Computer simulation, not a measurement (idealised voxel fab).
The document below concerns the process module designated voxel fin reveal.
Cross-section cut spans 270 nm and uses square cells 5 nm in size.
Throughout this document, each cross-section is represented as a grid of square cells and is presented as a sequence of bands enumerated from the top downward, where a band comprises one or more rows of cells.
A band entry consists of two parts. The first gives the height of the band's top and the height of its bottom, in nm. The rest lists the band's materials from left to right, each with its width in nm. A single material labelled with the word "full width" fills the band from edge to edge, and the word "blank" marks empty space.
Basically, 0 is our baseline, since under it the wafer straight out of the box is all one material. The bottom band has no lower end and keeps on going down, so it looks like "from 0 down".
Read "30..40" as a graded width: first number on top, second number at the bottom, same change between each pair of neighbouring rows.
Step note "remained the same" = no cross-section cell changed.
Closed-off voids of 8+ cells (no open route to the top) go in "Listed closed voids", written width x height at distance from the left edge, in nm.
If you see something after the settings on a step's line, that's the simulator's own remark about that step.
For masked steps, "overlay nm" on the step line gives how far right of plan the mask actually lay; a minus sign means it lay to the left.
Planned process steps:
1: RECEIVE, material Si
2: CONFORMAL_DEP, material SiN, thk nm 5
3: PATTERN, tone cover, mask id FINS, material resist, width nm 15, pitch nm 35, thk nm 20, overlay nm 0
4: DIRECTIONAL_ETCH, etch materials SiN, depth nm 5
5: DIRECTIONAL_ETCH, etch materials Si, depth nm 35
6: STRIP, etch materials resist
7: OXIDIZE, depth nm 5
8: FILL_DEP, material SiO2, thk nm 15
9: CMP, height nm 5
10: SELECTIVE_ETCH, etch materials SiO2, depth nm 20
11: STRIP, etch materials SiN
12: CONFORMAL_DEP, material SiO2, thk nm 5
For clarity, it should be stated that the wafers under discussion commence in an identical condition and differ with respect to the thk nm of step 12, the plan indicating the value that the first wafer had.
Cross-section of the first of several wafers as received (after step 1):
* from 0 down  Si full width
* Listed closed voids: none
Below, a row for every wafer. Read it as the end-of-module picture: for each material the wafer shows its cells gained (+) or lost (-) since it was received, and then its closed voids:
thk nm 5 | -400 Si | +328 SiO2 | Listed closed voids: none
thk nm 10 | -400 Si | +406 SiO2 | Listed closed voids: none
thk nm 15 | -400 Si | +484 SiO2 | Listed closed voids: none
thk nm 20 | -400 Si | +544 SiO2 | Listed closed voids: none
